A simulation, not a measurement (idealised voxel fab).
Process module name: voxel local oxidation
Cross-section cut: width 170 nm, square cells of 5 nm.
Cross-section format: a grid of square cells, given as bands from top to bottom; each band is one or more rows of cells.
Heights first: top, then bottom, in nm. Then materials, left to right, each with a width in nm. "everywhere" on a single material: fills the band edge to edge. "blank": empty space.
Heights are reckoned from 0. Under this level, the received wafer is all of one material. The bottommost band is open-ended downward, for example "top 0, no bottom".
The notation "30->40" denotes a width that varies across the rows of cells in the band, beginning at the first number in the top row, finishing at the second number in the bottom row, and changing by an identical amount from each row to the next.
Basically "no modifications" means that step didn't change any cell in the cross-section.
"Closed void table" - sealed voids, min. 8 cells, no opening to top; format: width x height at distance (distance from left edge; nm throughout).
What comes after the settings on a step's line is commentary from the simulator itself on that step.
What "overlay nm" on a step's line means: if the step has a mask, that mask lay this far to the right of its planned place, or, when the value is negative, to the left.

The planned process steps are enumerated hereunder:
step 1: RECEIVE (material Si)
step 2: CONFORMAL_DEP (material SiO2; thk nm 5)
step 3: CONFORMAL_DEP (material SiN; thk nm 15)
step 4: PATTERN (tone cover; mask id ACTIVE; material resist; width nm 120; thk nm 15; overlay nm 0)
step 5: DIRECTIONAL_ETCH (etch materials SiN; depth nm 15)
step 6: STRIP (etch materials resist)
step 7: SELECTIVE_ETCH (etch materials SiO2; depth nm 5)
step 8: OXIDIZE (depth nm 15)
step 9: STRIP (etch materials SiN)

First of the two wafers, run per plan:

Incoming wafer in cross-section (state: after step 1):
  top 0, no bottom = Si everywhere
  Closed void table: none

The wafer in cross-section once step 2 is complete:
  top 5, bottom 0 = SiO2 everywhere
  Everything below 0 is unchanged.

The wafer in cross-section once step 3 is complete:
  top 20, bottom 5 = SiN everywhere
  Everything below 5 is unchanged.

The wafer in cross-section once step 4 is complete:
  top 35, bottom 20 = 25 blank, 120 resist, 25 blank
  Everything below 20 is unchanged.

The wafer in cross-section once step 5 is complete:
  top 35, bottom 20 = 25 blank, 120 resist, 25 blank
  top 20, bottom 5 = 25 blank, 120 SiN, 25 blank
  Everything below 5 is unchanged.

The wafer in cross-section once step 6 is complete:
  top 20, bottom 5 = 25 blank, 120 SiN, 25 blank
  Everything below 5 is unchanged.

The wafer in cross-section once step 7 is complete:
  top 20, bottom 5 = 25 blank, 120 SiN, 25 blank
  top 5, bottom 0 = 30 blank, 110 SiO2, 30 blank
  Everything below 0 is unchanged.

The wafer in cross-section once step 8 is complete:
  top 20, bottom 5 = 25 blank, 120 SiN, 25 blank
  top 5, bottom 0 = 30 blank, 110 SiO2, 30 blank
  top 0, bottom -15 = 45 SiO2, 80 Si, 45 SiO2
  Everything below -15 is unchanged.

The wafer in cross-section once step 9 is complete:
  top 5, bottom 0 = 30 blank, 110 SiO2, 30 blank
  Everything below 0 is unchanged.

Regarding the second of the two wafers: it shared the first wafer's starting condition and process plan, yet one error occurred during its execution. Its history coincides with that of the first wafer up to and including step 1:

Cross-section of the second wafer when, according to plan, step 2 should have finished: no modifications

Cross-section of the second wafer when, according to plan, step 3 should have finished:
  top 15, bottom 0 = SiN everywhere
  Everything below 0 is unchanged.

Cross-section of the second wafer when, according to plan, step 4 should have finished:
  top 30, bottom 15 = 25 blank, 120 resist, 25 blank
  Everything below 15 is unchanged.

Cross-section of the second wafer when, according to plan, step 5 should have finished:
  top 30, bottom 15 = 25 blank, 120 resist, 25 blank
  top 15, bottom 0 = 25 blank, 120 SiN, 25 blank
  Everything below 0 is unchanged.

Cross-section of the second wafer when, according to plan, step 6 should have finished:
  top 15, bottom 0 = 25 blank, 120 SiN, 25 blank
  Everything below 0 is unchanged.

Cross-section of the second wafer when, according to plan, step 7 should have finished: no modifications

Cross-section of the second wafer when, according to plan, step 8 should have finished:
  top 15, bottom 0 = 25 blank, 120 SiN, 25 blank
  top 0, bottom -15 = 40 SiO2, 90 Si, 40 SiO2
  Everything below -15 is unchanged.

Cross-section of the second wafer when, according to plan, step 9 should have finished:
  top 0, bottom -15 = 40 SiO2, 90 Si, 40 SiO2
  Everything below -15 is unchanged.
Plan not followed: step 2 of the plan: omitted, not performed
Wrapping up, a cell-based count of both wafers puts the second over or under the first for these materials: Si: 6 more, SiO2: 28 fewer
